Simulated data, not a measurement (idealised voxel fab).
You're looking at the process module voxel released beams.
Xsec cut, 185 nm wide, square cell size 5 nm.
We lay out every cross-section as a grid of square cells and spell it out in bands from the top down, where one band means one or more rows of cells. First you get the band's top height and its bottom height, in nm, and then the materials it's made of, left to right, with each width in nm. If you see a single material with "all across", that one covers the band edge to edge. "air" is empty space. Heights are measured from 0, the level below which the as-received wafer is all one material; the lowest band has no bottom and continues downward, written as in "top 0, no bottom". So if you see something like "30->40" for the width, read it as the top row of the band sitting at the first number and the bottom row at the second, with every row in between moving by the same amount as the last. A step reported as "remained unchanged" is a step in which no cell of the cross-section changed. For the entry "Enclosed void catalog", the listed items are empty spaces with no open way to the top whose size is 8 cells or more; each item follows the pattern width x height at distance, where distance is from the left edge and all three are in nm. Read whatever lies past the settings on a step's line as the simulator's own remark about the step. The "overlay nm" setting may appear on a step's line; for a step that uses a mask, it gives how far to the right of its planned position the mask lay, and a negative value indicates the left.
[Set out below are the planned steps of the process]
1 RECEIVE (material Si)
2 CONFORMAL_DEP (material Al2O3; thk nm 5)
3 DIRECTIONAL_DEP (material SiO2; thk nm 10)
4 DIRECTIONAL_DEP (material aC; thk nm 10)
5 PATTERN (tone open; mask id ANCHOR; material resist; width nm 35; thk nm 30; overlay nm 0)
6 DIRECTIONAL_ETCH (etch materials aC; depth nm 10)
7 STRIP (etch materials resist)
8 DIRECTIONAL_ETCH (etch materials SiO2; depth nm 10)
9 STRIP (etch materials aC)
10 CONFORMAL_DEP (material polySi; thk nm 10)
11 MASKED_ETCH (tone cover; mask id BEAM; width nm 95; etch materials polySi; depth nm 10; overlay nm 0)
12 STRIP (etch materials SiO2)
[First of the two wafers, run per plan]
[Cross-section: wafer on arrival = after step 1]
	top 0, no bottom = Si all across
	Enclosed void catalog: none
[So this is the wafer cross-section right after step 2]
	top 5, bottom 0 = Al2O3 all across
	Note: structure below 0 unchanged.
[So this is the wafer cross-section right after step 3]
	top 15, bottom 5 = SiO2 all across
	Note: structure below 5 unchanged.
[So this is the wafer cross-section right after step 4]
	top 25, bottom 15 = aC all across
	Note: structure below 15 unchanged.
[So this is the wafer cross-section right after step 5]
	top 55, bottom 25 = resist (45)  air (35)  resist (105)
	Note: structure below 25 unchanged.
[So this is the wafer cross-section right after step 6]
	top 45, bottom 25 = resist (45)  air (35)  resist (105)
	top 25, bottom 15 = aC (45)  air (35)  aC (105)
	Note: structure below 15 unchanged.
[So this is the wafer cross-section right after step 7]
	top 25, bottom 15 = aC (45)  air (35)  aC (105)
	Note: structure below 15 unchanged.
[So this is the wafer cross-section right after step 8]
	top 25, bottom 15 = aC (45)  air (35)  aC (105)
	top 15, bottom 5 = SiO2 (45)  air (35)  SiO2 (105)
	Note: structure below 5 unchanged.
[So this is the wafer cross-section right after step 9]
	top 15, bottom 5 = SiO2 (45)  air (35)  SiO2 (105)
	Note: structure below 5 unchanged.
[So this is the wafer cross-section right after step 10]
	top 25, bottom 15 = polySi (55)  air (15)  polySi (115)
	top 15, bottom 5 = SiO2 (45)  polySi (35)  SiO2 (105)
	Note: structure below 5 unchanged.
[So this is the wafer cross-section right after step 11]
	top 25, bottom 15 = air (40)  polySi (15)  air (15)  polySi (65)  air (50)
	Note: structure below 15 unchanged.
[So this is the wafer cross-section right after step 12]
	top 25, bottom 15 = air (40)  polySi (15)  air (15)  polySi (65)  air (50)
	top 15, bottom 5 = air (45)  polySi (35)  air (105)
	Note: structure below 5 unchanged.
[Second wafer, same starting state and plan as the first, one mistake in the run, identical through step 4]
[Here is the second wafer in cross-section at the point where step 5 of the plan should have been done]
	top 55, bottom 25 = resist (40)  air (35)  resist (110)
	Note: structure below 25 unchanged.
[Here is the second wafer in cross-section at the point where step 6 of the plan should have been done]
	top 45, bottom 25 = resist (40)  air (35)  resist (110)
	top 25, bottom 15 = aC (40)  air (35)  aC (110)
	Note: structure below 15 unchanged.
[Here is the second wafer in cross-section at the point where step 7 of the plan should have been done]
	top 25, bottom 15 = aC (40)  air (35)  aC (110)
	Note: structure below 15 unchanged.
[Here is the second wafer in cross-section at the point where step 8 of the plan should have been done]
	top 25, bottom 15 = aC (40)  air (35)  aC (110)
	top 15, bottom 5 = SiO2 (40)  air (35)  SiO2 (110)
	Note: structure below 5 unchanged.
[Here is the second wafer in cross-section at the point where step 9 of the plan should have been done]
	top 15, bottom 5 = SiO2 (40)  air (35)  SiO2 (110)
	Note: structure below 5 unchanged.
[Here is the second wafer in cross-section at the point where step 10 of the plan should have been done]
	top 25, bottom 15 = polySi (50)  air (15)  polySi (120)
	top 15, bottom 5 = SiO2 (40)  polySi (35)  SiO2 (110)
	Note: structure below 5 unchanged.
[Here is the second wafer in cross-section at the point where step 11 of the plan should have been done]
	top 25, bottom 15 = air (40)  polySi (10)  air (15)  polySi (70)  air (50)
	Note: structure below 15 unchanged.
[Here is the second wafer in cross-section at the point where step 12 of the plan should have been done]
	top 25, bottom 15 = air (40)  polySi (10)  air (15)  polySi (70)  air (50)
	top 15, bottom 5 = air (40)  polySi (35)  air (110)
	Note: structure below 5 unchanged.
The plan and the run diverged here: step 5 ran as: PATTERN (tone open; mask id ANCHOR; material resist; width nm 35; thk nm 30; overlay nm -5)
So at the finish, the second wafer's got exactly as many cells of each material as the first, just not in the same spots.
